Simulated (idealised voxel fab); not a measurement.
Process module under the name voxel released beams
Pictured: cross-section cut, 175 nm wide, on a grid of 5 nm square cells.
A cross-section is written here as square cells arranged in a grid, and it is given in bands from the top down, each band taking up one or more rows of cells.
It is stipulated that each band's entry specify, in nanometres, the height of the top of the band and then that of its bottom, followed by the materials of the band in left-to-right sequence, each together with its width in nanometres. A single material marked by the word "everywhere" is understood to fill the band from edge to edge; the word "air" is understood to denote empty space.
Ref level 0: as-received wafer is one material below here. Bottom band extends down with no lower bound ("0..down").
A width given as "30..40" starts at the first number in the band's top row and ends at the second number in its bottom row, shifting by an equal amount at every step from row to row.
A step reported as "no change occurred" is a step in which no cell of the cross-section changed.
Each empty space that has no open way to the top and spans at least 8 cells appears under "Closed void catalog" as width x height at distance, the distance counted from the left edge, all in nm.
The remark found on a step's line after its settings is issued by the simulator itself and pertains to that step.
The optional step-line setting "overlay nm" applies to steps with a mask and quantifies how far to the right of its planned location the mask lay, a negative value indicating leftward placement.

### The steps planned for the process are as follows
- 1: RECEIVE | material Si
- 2: CONFORMAL_DEP | material SiN | thk nm 10
- 3: DIRECTIONAL_DEP | material SiO2 | thk nm 15
- 4: PATTERN | tone open | mask id ANCHOR | material resist | width nm 45 | thk nm 20 | overlay nm 0
- 5: DIRECTIONAL_ETCH | etch materials SiO2 | depth nm 15
- 6: STRIP | etch materials resist
- 7: CONFORMAL_DEP | material W | thk nm 15
- 8: MASKED_ETCH | tone cover | mask id BEAM | width nm 110 | etch materials W | depth nm 15 | overlay nm 0
- 9: STRIP | etch materials SiO2

### First of two wafers: run as planned

### So this is the incoming wafer in cross-section - it's already been through step 1
  0..down | Si everywhere
  Closed void catalog: none

### After step 2, in cross-section
  10..0 | SiN everywhere
  All layers under 0 are left as they were.

### After step 3, in cross-section
  25..10 | SiO2 everywhere
  All layers under 10 are left as they were.

### After step 4, in cross-section
  45..25 | 35 of resist  45 of air  95 of resist
  All layers under 25 are left as they were.

### After step 5, in cross-section
  45..25 | 35 of resist  45 of air  95 of resist
  25..10 | 35 of SiO2  45 of air  95 of SiO2
  All layers under 10 are left as they were.

### After step 6, in cross-section
  25..10 | 35 of SiO2  45 of air  95 of SiO2
  All layers under 10 are left as they were.

### After step 7, in cross-section
  40..25 | 50 of W  15 of air  110 of W
  25..10 | 35 of SiO2  45 of W  95 of SiO2
  All layers under 10 are left as they were.

### After step 8, in cross-section
  40..25 | 30 of air  20 of W  15 of air  75 of W  35 of air
  All layers under 25 are left as they were.

### After step 9, in cross-section
  40..25 | 30 of air  20 of W  15 of air  75 of W  35 of air
  25..10 | 35 of air  45 of W  95 of air
  All layers under 10 are left as they were.

### Second Wafer (Identical Start and Plan, One Processing Error; Matches First Wafer Through Step 3)

### Cross-section of the second wafer when, according to plan, step 4 should have finished
  45..25 | 45 of resist  45 of air  85 of resist
  All layers under 25 are left as they were.

### Cross-section of the second wafer when, according to plan, step 5 should have finished
  45..25 | 45 of resist  45 of air  85 of resist
  25..10 | 45 of SiO2  45 of air  85 of SiO2
  All layers under 10 are left as they were.

### Cross-section of the second wafer when, according to plan, step 6 should have finished
  25..10 | 45 of SiO2  45 of air  85 of SiO2
  All layers under 10 are left as they were.

### Cross-section of the second wafer when, according to plan, step 7 should have finished
  40..25 | 60 of W  15 of air  100 of W
  25..10 | 45 of SiO2  45 of W  85 of SiO2
  All layers under 10 are left as they were.

### Cross-section of the second wafer when, according to plan, step 8 should have finished
  40..25 | 30 of air  30 of W  15 of air  65 of W  35 of air
  All layers under 25 are left as they were.

### Cross-section of the second wafer when, according to plan, step 9 should have finished
  40..25 | 30 of air  30 of W  15 of air  65 of W  35 of air
  25..10 | 45 of air  45 of W  85 of air
  All layers under 10 are left as they were.
In executing the process, a mistake was made relative to the plan: step 4 was run on a setting that differed from the plan, and what really ran there is PATTERN | tone open | mask id ANCHOR | material resist | width nm 45 | thk nm 20 | overlay nm 10
When the process is done, the second wafer contains the same cell count of every material as the first wafer, but distributed over other locations.
